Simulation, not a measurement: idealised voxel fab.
You're looking at the process module voxel capacitor over wiring.
This is section cut - it's 190 nm across, gridded in 5 nm square cells.
Throughout this document, each cross-section is represented as a grid of square cells and is presented as a sequence of bands enumerated from the top downward, where a band comprises one or more rows of cells.
This entry defines a band. It first specifies the height of the band's top and the height of its bottom in nm, and then specifies the band's materials from left to right, stating each material with its width in nm. The word "everywhere" identifies a single material that fills the band from edge to edge, while the word "blank" identifies empty space.
Zero point of the height axis is 0; under it, received wafer = one material. Lowest band: continues down indefinitely, "0 down".
Width spec "30..40" -> top row of cells at first value, bottom row at second value, equal per-row change in between.
"changes: none" means the step left every cell of the cross-section as it was.
Each empty space that has no open way to the top and spans at least 8 cells appears under "Sealed cavities" as width x height at distance, the distance counted from the left edge, all in nm.
Step line, after settings: the simulator's comment on this step.
"overlay nm", when on a step's line for a step with a mask, measures how far to the right of its planned place the mask lay; a negative measure means to the left.
This section lists the process steps that were planned:
step 1: RECEIVE [material Si]
step 2: CONFORMAL_DEP [material SiO2] [thk nm 15]
step 3: DIRECTIONAL_DEP [material TiN] [thk nm 5]
step 4: DIRECTIONAL_DEP [material Ru] [thk nm 15]
step 5: PATTERN [tone cover] [mask id METAL_1] [material resist] [width nm 30] [pitch nm 95] [thk nm 20] [overlay nm 0]
step 6: DIRECTIONAL_ETCH [etch materials Ru] [depth nm 15]
step 7: DIRECTIONAL_ETCH [etch materials TiN] [depth nm 5]
step 8: STRIP [etch materials resist]
step 9: FILL_DEP [material lowk] [thk nm 5]
step 10: CMP [height nm 35]
step 11: CONFORMAL_DEP [material SiCN] [thk nm 5]
step 12: DIRECTIONAL_DEP [material SiO2] [thk nm 20]
step 13: DIRECTIONAL_DEP [material aC] [thk nm 10]
step 14: PATTERN [tone open] [mask id PLUG_1] [material resist] [width nm 15] [thk nm 25] [overlay nm 0]
step 15: DIRECTIONAL_ETCH [etch materials aC] [depth nm 10]
step 16: STRIP [etch materials resist]
step 17: DIRECTIONAL_ETCH [etch materials SiO2] [depth nm 20]
step 18: DIRECTIONAL_ETCH [etch materials SiCN] [depth nm 5]
step 19: STRIP [etch materials aC]
step 20: EPI [material Ru] [thk nm 10]
step 21: EPI [material Ru] [thk nm 10]
step 22: EPI [material Ru] [thk nm 5]
step 23: DIRECTIONAL_DEP [material TiN] [thk nm 5]
step 24: DIRECTIONAL_DEP [material Al2O3] [thk nm 5]
step 25: DIRECTIONAL_DEP [material TiN] [thk nm 10]
step 26: DIRECTIONAL_DEP [material aC] [thk nm 10]
step 27: PATTERN [tone cover] [mask id UPPER_PLATE] [material resist] [width nm 70] [thk nm 25] [overlay nm 0]
step 28: DIRECTIONAL_ETCH [etch materials aC] [depth nm 10]
step 29: STRIP [etch materials resist]
step 30: DIRECTIONAL_ETCH [etch materials TiN] [depth nm 10]
step 31: DIRECTIONAL_ETCH [etch materials Al2O3] [depth nm 5]
step 32: STRIP [etch materials aC]
step 33: DIRECTIONAL_DEP [material aC] [thk nm 15]
step 34: PATTERN [tone cover] [mask id LOWER_PLATE] [material resist] [width nm 80] [thk nm 35] [overlay nm 0]
step 35: DIRECTIONAL_ETCH [etch materials aC] [depth nm 15]
step 36: STRIP [etch materials resist]
step 37: DIRECTIONAL_ETCH [etch materials TiN] [depth nm 5]
step 38: STRIP [etch materials aC]
step 39: FILL_DEP [material SiO2] [thk nm 15]
step 40: CMP [height nm 90]
step 41: MASKED_ETCH [tone open] [mask id PLUG_2] [width nm 15] [etch materials SiO2] [depth nm 10] [overlay nm 0]
step 42: CONFORMAL_DEP [material TiN] [thk nm 5]
step 43: FILL_DEP [material W] [thk nm 10]
step 44: CMP [height nm 90]
step 45: CONFORMAL_DEP [material SiCN] [thk nm 5]
As-received state of the wafer in cross-section, equivalent to post-step 1:
  0 down  Si everywhere
  Sealed cavities: none
The module was run from the start shown above using the plan shown above, but one mistake was made doing it; the resulting wafer cross-section is below:
  95 to 90  SiCN everywhere
  90 to 85  55 nm SiO2, then 5 nm TiN, then 10 nm W, then 5 nm TiN, then 115 nm SiO2
  85 to 80  55 nm SiO2, then 20 nm TiN, then 115 nm SiO2
  80 to 70  45 nm SiO2, then 70 nm TiN, then 75 nm SiO2
  70 to 65  45 nm SiO2, then 70 nm Al2O3, then 75 nm SiO2
  65 to 60  40 nm SiO2, then 80 nm TiN, then 70 nm SiO2
  60 to 40  45 nm SiO2, then 15 nm Ru, then 130 nm SiO2
  40 to 35  45 nm SiCN, then 15 nm Ru, then 130 nm SiCN
  35 to 20  30 nm lowk, then 30 nm Ru, then 65 nm lowk, then 30 nm Ru, then 35 nm lowk
  20 to 15  30 nm lowk, then 30 nm TiN, then 65 nm lowk, then 30 nm TiN, then 35 nm lowk
  15 to 0  SiO2 everywhere
  0 down  Si everywhere
  Sealed cavities: none
The mistake made against the process plan was this: step 41: run off-plan, actual operation and settings MASKED_ETCH [tone open] [mask id PLUG_2] [width nm 20] [etch materials SiO2] [depth nm 10] [overlay nm 0]
